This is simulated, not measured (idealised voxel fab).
Herein follows the process module entitled voxel wiring stack.
For reference, the cross-section in this document is cut, with width 240 nm and square cells of 5 nm.
For the purposes of this document, a cross-section shall be understood as a grid of square cells, specified as bands listed in top-to-bottom order, each band consisting of one or more rows of cells.
Band: top height; bottom height; in nm. Then, left to right: material with width in nm, for each material. "edge to edge": a single material spanning edge to edge. "blank": empty space.
Counting heights begins at 0, where everything beneath is, in the wafer as received, one material. The lowest band has no bottom; it goes on downwards, as "from 0 down" shows.
So if you see something like "30..40" for the width, read it as the top row of the band sitting at the first number and the bottom row at the second, with every row in between moving by the same amount as the last.
"nothing different" for a step: no cell of the cross-section changed in that step.
In the "Closed-off voids" entry, you get each enclosed empty space of 8 cells or more, one with no open way to the top, written width x height at distance, distance from the left edge, in nm.
On a step's line, text after the settings is the simulator commenting on that step.
When a step includes a mask, the "overlay nm" setting on its line states how far to the right of its planned place that mask lay, and negative values state how far to the left.
Each pair of cross-sections that follows straddles one process step: the one shows the state before the step, the other the state after it, down to the lowest band that changed and no further. The step in question, and its settings, are given under the pair. Note that a pair is not necessarily a continuation of the pair above it, since pairs can come from different runs of this module on the same starting wafer; it is a continuation only where its entry headed "Prior to processing" says so.
## Prior to processing
* from 95 to 85 = Ru edge to edge
* from 85 to 80 = TiN 45; Ru 10; TiN 80; Ru 10; TiN 95
* from 80 to 65 = SiO2 40; TiN 5; Ru 10; TiN 5; SiO2 70; TiN 5; Ru 10; TiN 5; SiO2 90
* from 65 to 60 = SiCN 40; TiN 20; SiCN 70; TiN 20; SiCN 90
* from 60 to 50 = SiO2 40; TiN 5; Cu 10; TiN 5; SiO2 25; TiN 5; Cu 10; TiN 5; SiO2 25; TiN 5; Cu 10; TiN 5; SiO2 25; TiN 5; Cu 10; TiN 5; SiO2 45
* from 50 to 45 = SiO2 40; TiN 5; Cu 5; TiN 10; SiO2 25; TiN 5; Cu 5; TiN 10; SiO2 25; TiN 5; Cu 5; TiN 10; SiO2 25; TiN 5; Cu 5; TiN 10; SiO2 45
* from 45 to 35 = SiO2 40; TiN 5; Cu 5; TiN 5; SiO2 30; TiN 5; Cu 5; TiN 5; SiO2 30; TiN 5; Cu 5; TiN 5; SiO2 30; TiN 5; Cu 5; TiN 5; SiO2 50
* from 35 to 30 = SiCN 40; TiN 15; SiCN 30; TiN 15; SiCN 30; TiN 15; SiCN 30; TiN 15; SiCN 50
* from 30 to 15 = SiO2 40; Ru 20; SiO2 25; Ru 20; SiO2 25; Ru 20; SiO2 25; Ru 20; SiO2 45
* from 15 to 10 = SiO2 40; TiN 20; SiO2 25; TiN 20; SiO2 25; TiN 20; SiO2 25; TiN 20; SiO2 45
* from 10 to 0 = SiO2 edge to edge
* from 0 down = Si edge to edge
* Closed-off voids: none
## Section After Processing
* from 80 to 65 = SiO2 40; TiN 5; Ru 10; TiN 5; SiO2 70; TiN 5; Ru 10; TiN 5; SiO2 90
* Below 65, the layers are the same as they were.
* Closed-off voids: none
The process step separating the two cross-sections depicted above is as follows: CMP with height nm 80
Prior to processing: This step starts from the configuration shown after the step in the pair immediately above.
## Section After Processing
* from 85 to 80 = SiN edge to edge
* Below 80, the layers are the same as they were.
* Closed-off voids: none
The process step separating the two cross-sections depicted above is as follows: CONFORMAL_DEP with material SiN, thk nm 5
Prior to processing: This step starts from the configuration shown after the step in the pair immediately above.
## Section After Processing
* from 100 to 85 = SiO2 edge to edge
* Below 85, the layers are the same as they were.
* Closed-off voids: none
The process step separating the two cross-sections depicted above is as follows: DIRECTIONAL_DEP with material SiO2, thk nm 15
Prior to processing: This step starts from the configuration shown after the step in the pair immediately above.
## Section After Processing
* from 120 to 100 = resist 40; blank 20; resist 25; blank 20; resist 25; blank 20; resist 25; blank 20; resist 45
* Below 100, the layers are the same as they were.
* Closed-off voids: none
The process step separating the two cross-sections depicted above is as follows: PATTERN with tone open, mask id METAL_3, material resist, width nm 20, pitch nm 45, thk nm 20, overlay nm 0
Prior to processing: This step starts from the configuration shown after the step in the pair immediately above.
## Section After Processing
* from 120 to 100 = resist 40; blank 20; resist 25; blank 20; resist 25; blank 20; resist 25; blank 20; resist 45
* from 100 to 85 = SiO2 40; blank 20; SiO2 25; blank 20; SiO2 25; blank 20; SiO2 25; blank 20; SiO2 45
* Below 85, the layers are the same as they were.
* Closed-off voids: none
The process step separating the two cross-sections depicted above is as follows: DIRECTIONAL_ETCH with etch materials SiO2, depth nm 15
Prior to processing: This step starts from the configuration shown after the step in the pair immediately above.
## Section After Processing
* from 120 to 100 = resist 40; blank 20; resist 25; blank 20; resist 25; blank 20; resist 25; blank 20; resist 45
* from 100 to 85 = SiO2 40; blank 20; SiO2 25; blank 20; SiO2 25; blank 20; SiO2 25; blank 20; SiO2 45
* from 85 to 80 = SiN 40; blank 20; SiN 25; blank 20; SiN 25; blank 20; SiN 25; blank 20; SiN 45
* Below 80, the layers are the same as they were.
* Closed-off voids: none
The process step separating the two cross-sections depicted above is as follows: DIRECTIONAL_ETCH with etch materials SiN, depth nm 5
Prior to processing: This step starts from the configuration shown after the step in the pair immediately above.
## Section After Processing
* from 100 to 85 = SiO2 40; blank 20; SiO2 25; blank 20; SiO2 25; blank 20; SiO2 25; blank 20; SiO2 45
* Below 85, the layers are the same as they were.
* Closed-off voids: none
The process step separating the two cross-sections depicted above is as follows: STRIP with etch materials resist
Prior to processing: This step starts from the configuration shown after the step in the pair immediately above.
## Section After Processing
* from 105 to 100 = TiN 45; blank 10; TiN 35; blank 10; TiN 35; blank 10; TiN 35; blank 10; TiN 50
* from 100 to 85 = SiO2 40; TiN 5; blank 10; TiN 5; SiO2 25; TiN 5; blank 10; TiN 5; SiO2 25; TiN 5; blank 10; TiN 5; SiO2 25; TiN 5; blank 10; TiN 5; SiO2 45
* from 85 to 80 = SiN 40; TiN 20; SiN 25; TiN 20; SiN 25; TiN 20; SiN 25; TiN 20; SiN 45
* Below 80, the layers are the same as they were.
* Closed-off voids: none
The process step separating the two cross-sections depicted above is as follows: CONFORMAL_DEP with material TiN, thk nm 5
Prior to processing: This step starts from the configuration shown after the step in the pair immediately above.
## Section After Processing
* from 115 to 105 = Ru edge to edge
* from 105 to 100 = TiN 45; Ru 10; TiN 35; Ru 10; TiN 35; Ru 10; TiN 35; Ru 10; TiN 50
* from 100 to 85 = SiO2 40; TiN 5; Ru 10; TiN 5; SiO2 25; TiN 5; Ru 10; TiN 5; SiO2 25; TiN 5; Ru 10; TiN 5; SiO2 25; TiN 5; Ru 10; TiN 5; SiO2 45
* Below 85, the layers are the same as they were.
* Closed-off voids: none
The process step separating the two cross-sections depicted above is as follows: FILL_DEP with material Ru, thk nm 10
Prior to processing: This step starts from the configuration shown after the step in the pair immediately above.
## Section After Processing
* from 100 to 85 = SiO2 40; TiN 5; Ru 10; TiN 5; SiO2 25; TiN 5; Ru 10; TiN 5; SiO2 25; TiN 5; Ru 10; TiN 5; SiO2 25; TiN 5; Ru 10; TiN 5; SiO2 45
* Below 85, the layers are the same as they were.
* Closed-off voids: none
The process step separating the two cross-sections depicted above is as follows: CMP with height nm 100
Prior to processing: This step starts from the configuration shown after the step in the pair immediately above.
## Section After Processing
* from 105 to 100 = blank 35; Ru 30; blank 15; Ru 30; blank 15; Ru 30; blank 15; Ru 30; blank 40
* Below 100, the layers are the same as they were.
* Closed-off voids: none
The process step separating the two cross-sections depicted above is as follows: EPI with material Ru, thk nm 5
Prior to processing: This step starts from the configuration shown after the step in the pair immediately above.
## Section After Processing
* from 110 to 105 = SiCN edge to edge
* from 105 to 100 = SiCN 35; Ru 30; SiCN 15; Ru 30; SiCN 15; Ru 30; SiCN 15; Ru 30; SiCN 40
* Below 100, the layers are the same as they were.
* Closed-off voids: none
The process step separating the two cross-sections depicted above is as follows: FILL_DEP with material SiCN, thk nm 5
## Prior to processing
* from 90 to 80 = aC edge to edge
* from 80 to 65 = SiO2 edge to edge
* from 65 to 60 = SiCN edge to edge
* from 60 to 50 = SiO2 40; TiN 5; Cu 10; TiN 5; SiO2 25; TiN 5; Cu 10; TiN 5; SiO2 25; TiN 5; Cu 10; TiN 5; SiO2 25; TiN 5; Cu 10; TiN 5; SiO2 45
* from 50 to 45 = SiO2 40; TiN 5; Cu 5; TiN 10; SiO2 25; TiN 5; Cu 5; TiN 10; SiO2 25; TiN 5; Cu 5; TiN 10; SiO2 25; TiN 5; Cu 5; TiN 10; SiO2 45
* from 45 to 35 = SiO2 40; TiN 5; Cu 5; TiN 5; SiO2 30; TiN 5; Cu 5; TiN 5; SiO2 30; TiN 5; Cu 5; TiN 5; SiO2 30; TiN 5; Cu 5; TiN 5; SiO2 50
* from 35 to 30 = SiCN 40; TiN 15; SiCN 30; TiN 15; SiCN 30; TiN 15; SiCN 30; TiN 15; SiCN 50
* from 30 to 15 = SiO2 40; Ru 20; SiO2 25; Ru 20; SiO2 25; Ru 20; SiO2 25; Ru 20; SiO2 45
* from 15 to 10 = SiO2 40; TiN 20; SiO2 25; TiN 20; SiO2 25; TiN 20; SiO2 25; TiN 20; SiO2 45
* from 10 to 0 = SiO2 edge to edge
* from 0 down = Si edge to edge
* Closed-off voids: none
## Section After Processing
* from 115 to 90 = resist 45; blank 15; resist 75; blank 15; resist 90
* Below 90, the layers are the same as they were.
* Closed-off voids: none
The process step separating the two cross-sections depicted above is as follows: PATTERN with tone open, mask id PLUG_2, material resist, width nm 15, pitch nm 90, thk nm 25, overlay nm 5
Prior to processing: This step starts from the configuration shown after the step in the pair immediately above.
## Section After Processing
* from 105 to 90 = resist 45; blank 15; resist 75; blank 15; resist 90
* from 90 to 80 = aC 45; blank 15; aC 75; blank 15; aC 90
* Below 80, the layers are the same as they were.
* Closed-off voids: none
The process step separating the two cross-sections depicted above is as follows: DIRECTIONAL_ETCH with etch materials aC, depth nm 10
Prior to processing: This step starts from the configuration shown after the step in the pair immediately above.
## Section After Processing
* from 90 to 80 = aC 45; blank 15; aC 75; blank 15; aC 90
* Below 80, the layers are the same as they were.
* Closed-off voids: none
The process step separating the two cross-sections depicted above is as follows: STRIP with etch materials resist
Prior to processing: This step starts from the configuration shown after the step in the pair immediately above.
## Section After Processing
* from 90 to 80 = aC 45; blank 15; aC 75; blank 15; aC 90
* from 80 to 65 = SiO2 45; blank 15; SiO2 75; blank 15; SiO2 90
* Below 65, the layers are the same as they were.
* Closed-off voids: none
The process step separating the two cross-sections depicted above is as follows: DIRECTIONAL_ETCH with etch materials SiO2, depth nm 15
Prior to processing: This step starts from the configuration shown after the step in the pair immediately above.
## Section After Processing
* from 90 to 80 = aC 45; blank 15; aC 75; blank 15; aC 90
* from 80 to 65 = SiO2 45; blank 15; SiO2 75; blank 15; SiO2 90
* from 65 to 60 = SiCN 45; blank 15; SiCN 75; blank 15; SiCN 90
* Below 60, the layers are the same as they were.
* Closed-off voids: none
The process step separating the two cross-sections depicted above is as follows: DIRECTIONAL_ETCH with etch materials SiCN, depth nm 5
Prior to processing: This step starts from the configuration shown after the step in the pair immediately above.
## Section After Processing
* from 80 to 65 = SiO2 45; blank 15; SiO2 75; blank 15; SiO2 90
* Below 65, the layers are the same as they were.
* Closed-off voids: none
The process step separating the two cross-sections depicted above is as follows: STRIP with etch materials aC
Prior to processing: This step starts from the configuration shown after the step in the pair immediately above.
## Section After Processing
* from 85 to 80 = TiN 50; blank 5; TiN 85; blank 5; TiN 95
* from 80 to 65 = SiO2 45; TiN 5; blank 5; TiN 5; SiO2 75; TiN 5; blank 5; TiN 5; SiO2 90
* from 65 to 60 = SiCN 45; TiN 15; SiCN 75; TiN 15; SiCN 90
* Below 60, the layers are the same as they were.
* Closed-off voids: none
The process step separating the two cross-sections depicted above is as follows: CONFORMAL_DEP with material TiN, thk nm 5
Prior to processing: This step starts from the configuration shown after the step in the pair immediately above.
## Section After Processing
* from 95 to 85 = Ru edge to edge
* from 85 to 80 = TiN 50; Ru 5; TiN 85; Ru 5; TiN 95
* from 80 to 65 = SiO2 45; TiN 5; Ru 5; TiN 5; SiO2 75; TiN 5; Ru 5; TiN 5; SiO2 90
* Below 65, the layers are the same as they were.
* Closed-off voids: none
The process step separating the two cross-sections depicted above is as follows: FILL_DEP with material Ru, thk nm 10
Prior to processing: This step starts from the configuration shown after the step in the pair immediately above.
## Section After Processing
* from 80 to 65 = SiO2 45; TiN 5; Ru 5; TiN 5; SiO2 75; TiN 5; Ru 5; TiN 5; SiO2 90
* Below 65, the layers are the same as they were.
* Closed-off voids: none
The process step separating the two cross-sections depicted above is as follows: CMP with height nm 80
Prior to processing: This step starts from the configuration shown after the step in the pair immediately above.
## Section After Processing
* from 85 to 80 = SiN edge to edge
* Below 80, the layers are the same as they were.
* Closed-off voids: none
The process step separating the two cross-sections depicted above is as follows: CONFORMAL_DEP with material SiN, thk nm 5
Prior to processing: This step starts from the configuration shown after the step in the pair immediately above.
## Section After Processing
* from 100 to 85 = SiO2 edge to edge
* Below 85, the layers are the same as they were.
* Closed-off voids: none
The process step separating the two cross-sections depicted above is as follows: DIRECTIONAL_DEP with material SiO2, thk nm 15
Prior to processing: This step starts from the configuration shown after the step in the pair immediately above.
## Section After Processing
* from 120 to 100 = resist 40; blank 20; resist 25; blank 20; resist 25; blank 20; resist 25; blank 20; resist 45
* Below 100, the layers are the same as they were.
* Closed-off voids: none
The process step separating the two cross-sections depicted above is as follows: PATTERN with tone open, mask id METAL_3, material resist, width nm 20, pitch nm 45, thk nm 20, overlay nm 0
Prior to processing: This step starts from the configuration shown after the step in the pair immediately above.
## Section After Processing
* from 120 to 100 = resist 40; blank 20; resist 25; blank 20; resist 25; blank 20; resist 25; blank 20; resist 45
* from 100 to 85 = SiO2 40; blank 20; SiO2 25; blank 20; SiO2 25; blank 20; SiO2 25; blank 20; SiO2 45
* Below 85, the layers are the same as they were.
* Closed-off voids: none
The process step separating the two cross-sections depicted above is as follows: DIRECTIONAL_ETCH with etch materials SiO2, depth nm 15
Prior to processing: This step starts from the configuration shown after the step in the pair immediately above.
## Section After Processing
* from 120 to 100 = resist 40; blank 20; resist 25; blank 20; resist 25; blank 20; resist 25; blank 20; resist 45
* from 100 to 85 = SiO2 40; blank 20; SiO2 25; blank 20; SiO2 25; blank 20; SiO2 25; blank 20; SiO2 45
* from 85 to 80 = SiN 40; blank 20; SiN 25; blank 20; SiN 25; blank 20; SiN 25; blank 20; SiN 45
* Below 80, the layers are the same as they were.
* Closed-off voids: none
The process step separating the two cross-sections depicted above is as follows: DIRECTIONAL_ETCH with etch materials SiN, depth nm 5
Prior to processing: This step starts from the configuration shown after the step in the pair immediately above.
## Section After Processing
* from 100 to 85 = SiO2 40; blank 20; SiO2 25; blank 20; SiO2 25; blank 20; SiO2 25; blank 20; SiO2 45
* Below 85, the layers are the same as they were.
* Closed-off voids: none
The process step separating the two cross-sections depicted above is as follows: STRIP with etch materials resist
Prior to processing: This step starts from the configuration shown after the step in the pair immediately above.
## Section After Processing
* from 105 to 100 = TiN 45; blank 10; TiN 35; blank 10; TiN 35; blank 10; TiN 35; blank 10; TiN 50
* from 100 to 85 = SiO2 40; TiN 5; blank 10; TiN 5; SiO2 25; TiN 5; blank 10; TiN 5; SiO2 25; TiN 5; blank 10; TiN 5; SiO2 25; TiN 5; blank 10; TiN 5; SiO2 45
* from 85 to 80 = SiN 40; TiN 20; SiN 25; TiN 20; SiN 25; TiN 20; SiN 25; TiN 20; SiN 45
* Below 80, the layers are the same as they were.
* Closed-off voids: none
The process step separating the two cross-sections depicted above is as follows: CONFORMAL_DEP with material TiN, thk nm 5
Prior to processing: This step starts from the configuration shown after the step in the pair immediately above.
## Section After Processing
* from 115 to 105 = Ru edge to edge
* from 105 to 100 = TiN 45; Ru 10; TiN 35; Ru 10; TiN 35; Ru 10; TiN 35; Ru 10; TiN 50
* from 100 to 85 = SiO2 40; TiN 5; Ru 10; TiN 5; SiO2 25; TiN 5; Ru 10; TiN 5; SiO2 25; TiN 5; Ru 10; TiN 5; SiO2 25; TiN 5; Ru 10; TiN 5; SiO2 45
* Below 85, the layers are the same as they were.
* Closed-off voids: none
The process step separating the two cross-sections depicted above is as follows: FILL_DEP with material Ru, thk nm 10
Prior to processing: This step starts from the configuration shown after the step in the pair immediately above.
## Section After Processing
* from 100 to 85 = SiO2 40; TiN 5; Ru 10; TiN 5; SiO2 25; TiN 5; Ru 10; TiN 5; SiO2 25; TiN 5; Ru 10; TiN 5; SiO2 25; TiN 5; Ru 10; TiN 5; SiO2 45
* Below 85, the layers are the same as they were.
* Closed-off voids: none
The process step separating the two cross-sections depicted above is as follows: CMP with height nm 100
Prior to processing: This step starts from the configuration shown after the step in the pair immediately above.
## Section After Processing
* from 105 to 100 = blank 35; Ru 30; blank 15; Ru 30; blank 15; Ru 30; blank 15; Ru 30; blank 40
* Below 100, the layers are the same as they were.
* Closed-off voids: none
The process step separating the two cross-sections depicted above is as follows: EPI with material Ru, thk nm 5
Prior to processing: This step starts from the configuration shown after the step in the pair immediately above.
## Section After Processing
* from 110 to 105 = SiCN edge to edge
* from 105 to 100 = SiCN 35; Ru 30; SiCN 15; Ru 30; SiCN 15; Ru 30; SiCN 15; Ru 30; SiCN 40
* Below 100, the layers are the same as they were.
* Closed-off voids: none
The process step separating the two cross-sections depicted above is as follows: FILL_DEP with material SiCN, thk nm 5
## Prior to processing
* from 65 to 60 = SiCN edge to edge
* from 60 to 50 = SiO2 40; TiN 5; Cu 10; TiN 5; SiO2 25; TiN 5; Cu 10; TiN 5; SiO2 25; TiN 5; Cu 10; TiN 5; SiO2 25; TiN 5; Cu 10; TiN 5; SiO2 45
* from 50 to 45 = SiO2 40; TiN 5; Cu 5; TiN 10; SiO2 25; TiN 5; Cu 5; TiN 10; SiO2 25; TiN 5; Cu 5; TiN 10; SiO2 25; TiN 5; Cu 5; TiN 10; SiO2 45
* from 45 to 35 = SiO2 40; TiN 5; Cu 5; TiN 5; SiO2 30; TiN 5; Cu 5; TiN 5; SiO2 30; TiN 5; Cu 5; TiN 5; SiO2 30; TiN 5; Cu 5; TiN 5; SiO2 50
* from 35 to 30 = SiCN 40; TiN 15; SiCN 30; TiN 15; SiCN 30; TiN 15; SiCN 30; TiN 15; SiCN 50
* from 30 to 15 = SiO2 40; Ru 20; SiO2 25; Ru 20; SiO2 25; Ru 20; SiO2 25; Ru 20; SiO2 45
* from 15 to 10 = SiO2 40; TiN 20; SiO2 25; TiN 20; SiO2 25; TiN 20; SiO2 25; TiN 20; SiO2 45
* from 10 to 0 = SiO2 edge to edge
* from 0 down = Si edge to edge
* Closed-off voids: none
## Section After Processing
* from 80 to 65 = TiN edge to edge
* Below 65, the layers are the same as they were.
* Closed-off voids: none
The process step separating the two cross-sections depicted above is as follows: DIRECTIONAL_DEP with material TiN, thk nm 15
Prior to processing: This step starts from the configuration shown after the step in the pair immediately above.
## Section After Processing
* from 90 to 80 = aC edge to edge
* Below 80, the layers are the same as they were.
* Closed-off voids: none
The process step separating the two cross-sections depicted above is as follows: DIRECTIONAL_DEP with material aC, thk nm 10
Prior to processing: This step starts from the configuration shown after the step in the pair immediately above.
## Section After Processing
* from 115 to 90 = resist 40; blank 15; resist 75; blank 15; resist 95
* Below 90, the layers are the same as they were.
* Closed-off voids: none
The process step separating the two cross-sections depicted above is as follows: PATTERN with tone open, mask id PLUG_2, material resist, width nm 15, pitch nm 90, thk nm 25, overlay nm 0
Prior to processing: This step starts from the configuration shown after the step in the pair immediately above.
## Section After Processing
* from 105 to 90 = resist 40; blank 15; resist 75; blank 15; resist 95
* from 90 to 80 = aC 40; blank 15; aC 75; blank 15; aC 95
* Below 80, the layers are the same as they were.
* Closed-off voids: none
The process step separating the two cross-sections depicted above is as follows: DIRECTIONAL_ETCH with etch materials aC, depth nm 10
Prior to processing: This step starts from the configuration shown after the step in the pair immediately above.
## Section After Processing
* from 90 to 80 = aC 40; blank 15; aC 75; blank 15; aC 95
* Below 80, the layers are the same as they were.
* Closed-off voids: none
The process step separating the two cross-sections depicted above is as follows: STRIP with etch materials resist
Prior to processing: This step starts from the configuration shown after the step in the pair immediately above.
## Section After Processing
* from 80 to 65 = TiN edge to edge
* Below 65, the layers are the same as they were.
* Closed-off voids: none
The process step separating the two cross-sections depicted above is as follows: STRIP with etch materials aC
Prior to processing: This step starts from the configuration shown after the step in the pair immediately above.
## Section After Processing
* from 85 to 65 = TiN edge to edge
* Below 65, the layers are the same as they were.
* Closed-off voids: none
The process step separating the two cross-sections depicted above is as follows: CONFORMAL_DEP with material TiN, thk nm 5
Prior to processing: This step starts from the configuration shown after the step in the pair immediately above.
## Section After Processing
* from 95 to 85 = Ru edge to edge
* Below 85, the layers are the same as they were.
* Closed-off voids: none
The process step separating the two cross-sections depicted above is as follows: FILL_DEP with material Ru, thk nm 10
Prior to processing: This step starts from the configuration shown after the step in the pair immediately above.
## Section After Processing
* from 80 to 65 = TiN edge to edge
* Below 65, the layers are the same as they were.
* Closed-off voids: none
The process step separating the two cross-sections depicted above is as follows: CMP with height nm 80
Prior to processing: This step starts from the configuration shown after the step in the pair immediately above.
## Section After Processing
* from 85 to 80 = SiN edge to edge
* Below 80, the layers are the same as they were.
* Closed-off voids: none
The process step separating the two cross-sections depicted above is as follows: CONFORMAL_DEP with material SiN, thk nm 5
Prior to processing: This step starts from the configuration shown after the step in the pair immediately above.
## Section After Processing
* from 100 to 85 = SiO2 edge to edge
* Below 85, the layers are the same as they were.
* Closed-off voids: none
The process step separating the two cross-sections depicted above is as follows: DIRECTIONAL_DEP with material SiO2, thk nm 15
Prior to processing: This step starts from the configuration shown after the step in the pair immediately above.
## Section After Processing
* from 120 to 100 = resist 40; blank 20; resist 25; blank 20; resist 25; blank 20; resist 25; blank 20; resist 45
* Below 100, the layers are the same as they were.
* Closed-off voids: none
The process step separating the two cross-sections depicted above is as follows: PATTERN with tone open, mask id METAL_3, material resist, width nm 20, pitch nm 45, thk nm 20, overlay nm 0
Prior to processing: This step starts from the configuration shown after the step in the pair immediately above.
## Section After Processing
* from 120 to 100 = resist 40; blank 20; resist 25; blank 20; resist 25; blank 20; resist 25; blank 20; resist 45
* from 100 to 85 = SiO2 40; blank 20; SiO2 25; blank 20; SiO2 25; blank 20; SiO2 25; blank 20; SiO2 45
* Below 85, the layers are the same as they were.
* Closed-off voids: none
The process step separating the two cross-sections depicted above is as follows: DIRECTIONAL_ETCH with etch materials SiO2, depth nm 15
Prior to processing: This step starts from the configuration shown after the step in the pair immediately above.
## Section After Processing
* from 120 to 100 = resist 40; blank 20; resist 25; blank 20; resist 25; blank 20; resist 25; blank 20; resist 45
* from 100 to 85 = SiO2 40; blank 20; SiO2 25; blank 20; SiO2 25; blank 20; SiO2 25; blank 20; SiO2 45
* from 85 to 80 = SiN 40; blank 20; SiN 25; blank 20; SiN 25; blank 20; SiN 25; blank 20; SiN 45
* Below 80, the layers are the same as they were.
* Closed-off voids: none
The process step separating the two cross-sections depicted above is as follows: DIRECTIONAL_ETCH with etch materials SiN, depth nm 5
Prior to processing: This step starts from the configuration shown after the step in the pair immediately above.
## Section After Processing
* from 100 to 85 = SiO2 40; blank 20; SiO2 25; blank 20; SiO2 25; blank 20; SiO2 25; blank 20; SiO2 45
* Below 85, the layers are the same as they were.
* Closed-off voids: none
The process step separating the two cross-sections depicted above is as follows: STRIP with etch materials resist
Prior to processing: This step starts from the configuration shown after the step in the pair immediately above.
## Section After Processing
* from 105 to 100 = TiN 45; blank 10; TiN 35; blank 10; TiN 35; blank 10; TiN 35; blank 10; TiN 50
* from 100 to 85 = SiO2 40; TiN 5; blank 10; TiN 5; SiO2 25; TiN 5; blank 10; TiN 5; SiO2 25; TiN 5; blank 10; TiN 5; SiO2 25; TiN 5; blank 10; TiN 5; SiO2 45
* from 85 to 80 = SiN 40; TiN 20; SiN 25; TiN 20; SiN 25; TiN 20; SiN 25; TiN 20; SiN 45
* Below 80, the layers are the same as they were.
* Closed-off voids: none
The process step separating the two cross-sections depicted above is as follows: CONFORMAL_DEP with material TiN, thk nm 5
Prior to processing: This step starts from the configuration shown after the step in the pair immediately above.
## Section After Processing
* from 115 to 105 = Ru edge to edge
* from 105 to 100 = TiN 45; Ru 10; TiN 35; Ru 10; TiN 35; Ru 10; TiN 35; Ru 10; TiN 50
* from 100 to 85 = SiO2 40; TiN 5; Ru 10; TiN 5; SiO2 25; TiN 5; Ru 10; TiN 5; SiO2 25; TiN 5; Ru 10; TiN 5; SiO2 25; TiN 5; Ru 10; TiN 5; SiO2 45
* Below 85, the layers are the same as they were.
* Closed-off voids: none
The process step separating the two cross-sections depicted above is as follows: FILL_DEP with material Ru, thk nm 10
Prior to processing: This step starts from the configuration shown after the step in the pair immediately above.
## Section After Processing
* from 100 to 85 = SiO2 40; TiN 5; Ru 10; TiN 5; SiO2 25; TiN 5; Ru 10; TiN 5; SiO2 25; TiN 5; Ru 10; TiN 5; SiO2 25; TiN 5; Ru 10; TiN 5; SiO2 45
* Below 85, the layers are the same as they were.
* Closed-off voids: none
The process step separating the two cross-sections depicted above is as follows: CMP with height nm 100
Prior to processing: This step starts from the configuration shown after the step in the pair immediately above.
## Section After Processing
* from 105 to 100 = blank 35; Ru 30; blank 15; Ru 30; blank 15; Ru 30; blank 15; Ru 30; blank 40
* Below 100, the layers are the same as they were.
* Closed-off voids: none
The process step separating the two cross-sections depicted above is as follows: EPI with material Ru, thk nm 5
Prior to processing: This step starts from the configuration shown after the step in the pair immediately above.
## Section After Processing
* from 110 to 105 = SiCN edge to edge
* from 105 to 100 = SiCN 35; Ru 30; SiCN 15; Ru 30; SiCN 15; Ru 30; SiCN 15; Ru 30; SiCN 40
* Below 100, the layers are the same as they were.
* Closed-off voids: none
The process step separating the two cross-sections depicted above is as follows: FILL_DEP with material SiCN, thk nm 5
## Prior to processing
* from 75 to 60 = aC 40; blank 15; aC 30; blank 15; aC 30; blank 15; aC 30; blank 15; aC 50
* from 60 to 50 = SiO2 40; blank 15; SiO2 30; blank 15; SiO2 30; blank 15; SiO2 30; blank 15; SiO2 50
* from 50 to 35 = SiO2 40; aC 15; SiO2 30; aC 15; SiO2 30; aC 15; SiO2 30; aC 15; SiO2 50
* from 35 to 30 = SiCN edge to edge
* from 30 to 15 = SiO2 40; Ru 20; SiO2 25; Ru 20; SiO2 25; Ru 20; SiO2 25; Ru 20; SiO2 45
* from 15 to 10 = SiO2 40; TiN 20; SiO2 25; TiN 20; SiO2 25; TiN 20; SiO2 25; TiN 20; SiO2 45
* from 10 to 0 = SiO2 edge to edge
* from 0 down = Si edge to edge
* Closed-off voids: none
## Section After Processing
* from 110 to 75 = blank 40; resist 20; blank 25; resist 20; blank 25; resist 20; blank 25; resist 20; blank 45
* from 75 to 60 = aC 40; resist 15; aC 30; resist 15; aC 30; resist 15; aC 30; resist 15; aC 50
* from 60 to 50 = SiO2 40; resist 15; SiO2 30; resist 15; SiO2 30; resist 15; SiO2 30; resist 15; SiO2 50
* Below 50, the layers are the same as they were.
* Closed-off voids: none
The process step separating the two cross-sections depicted above is as follows: PATTERN with tone cover, mask id METAL_2, material resist, width nm 20, pitch nm 45, thk nm 35, overlay nm 0
Prior to processing: This step starts from the configuration shown after the step in the pair immediately above.
## Section After Processing
* from 95 to 75 = blank 40; resist 20; blank 25; resist 20; blank 25; resist 20; blank 25; resist 20; blank 45
* from 75 to 60 = blank 40; resist 15; aC 5; blank 25; resist 15; aC 5; blank 25; resist 15; aC 5; blank 25; resist 15; aC 5; blank 45
* Below 60, the layers are the same as they were.
* Closed-off voids: none
The process step separating the two cross-sections depicted above is as follows: DIRECTIONAL_ETCH with etch materials aC, depth nm 15
Prior to processing: This step starts from the configuration shown after the step in the pair immediately above.
## Section After Processing
* from 75 to 60 = blank 55; aC 5; blank 40; aC 5; blank 40; aC 5; blank 40; aC 5; blank 45
* from 60 to 50 = SiO2 40; blank 15; SiO2 30; blank 15; SiO2 30; blank 15; SiO2 30; blank 15; SiO2 50
* Below 50, the layers are the same as they were.
* Closed-off voids: none
The process step separating the two cross-sections depicted above is as follows: STRIP with etch materials resist
Prior to processing: This step starts from the configuration shown after the step in the pair immediately above.
## Section After Processing
* from 75 to 60 = blank 55; aC 5; blank 40; aC 5; blank 40; aC 5; blank 40; aC 5; blank 45
* from 60 to 50 = blank 55; SiO2 5; blank 40; SiO2 5; blank 40; SiO2 5; blank 40; SiO2 5; blank 45
* from 50 to 45 = blank 40; aC 15; SiO2 5; blank 25; aC 15; SiO2 5; blank 25; aC 15; SiO2 5; blank 25; aC 15; SiO2 5; blank 45
* Below 45, the layers are the same as they were.
* Closed-off voids: none
The process step separating the two cross-sections depicted above is as follows: DIRECTIONAL_ETCH with etch materials SiO2, depth nm 15
Prior to processing: This step starts from the configuration shown after the step in the pair immediately above.
## Section After Processing
* from 60 to 45 = blank 55; SiO2 5; blank 40; SiO2 5; blank 40; SiO2 5; blank 40; SiO2 5; blank 45
* from 45 to 35 = SiO2 40; blank 15; SiO2 30; blank 15; SiO2 30; blank 15; SiO2 30; blank 15; SiO2 50
* Below 35, the layers are the same as they were.
* Closed-off voids: none
The process step separating the two cross-sections depicted above is as follows: STRIP with etch materials aC
Prior to processing: This step starts from the configuration shown after the step in the pair immediately above.
## Section After Processing
* from 65 to 60 = blank 50; TiN 15; blank 30; TiN 15; blank 30; TiN 15; blank 30; TiN 15; blank 40
* from 60 to 50 = blank 50; TiN 5; SiO2 5; TiN 5; blank 30; TiN 5; SiO2 5; TiN 5; blank 30; TiN 5; SiO2 5; TiN 5; blank 30; TiN 5; SiO2 5; TiN 5; blank 40
* from 50 to 45 = TiN 45; blank 5; TiN 5; SiO2 5; TiN 30; blank 5; TiN 5; SiO2 5; TiN 30; blank 5; TiN 5; SiO2 5; TiN 30; blank 5; TiN 5; SiO2 5; TiN 45
* from 45 to 40 = SiO2 40; TiN 5; blank 5; TiN 5; SiO2 30; TiN 5; blank 5; TiN 5; SiO2 30; TiN 5; blank 5; TiN 5; SiO2 30; TiN 5; blank 5; TiN 5; SiO2 50
* from 40 to 35 = SiO2 40; TiN 15; SiO2 30; TiN 15; SiO2 30; TiN 15; SiO2 30; TiN 15; SiO2 50
* Below 35, the layers are the same as they were.
* Closed-off voids: none
The process step separating the two cross-sections depicted above is as follows: CONFORMAL_DEP with material TiN, thk nm 5
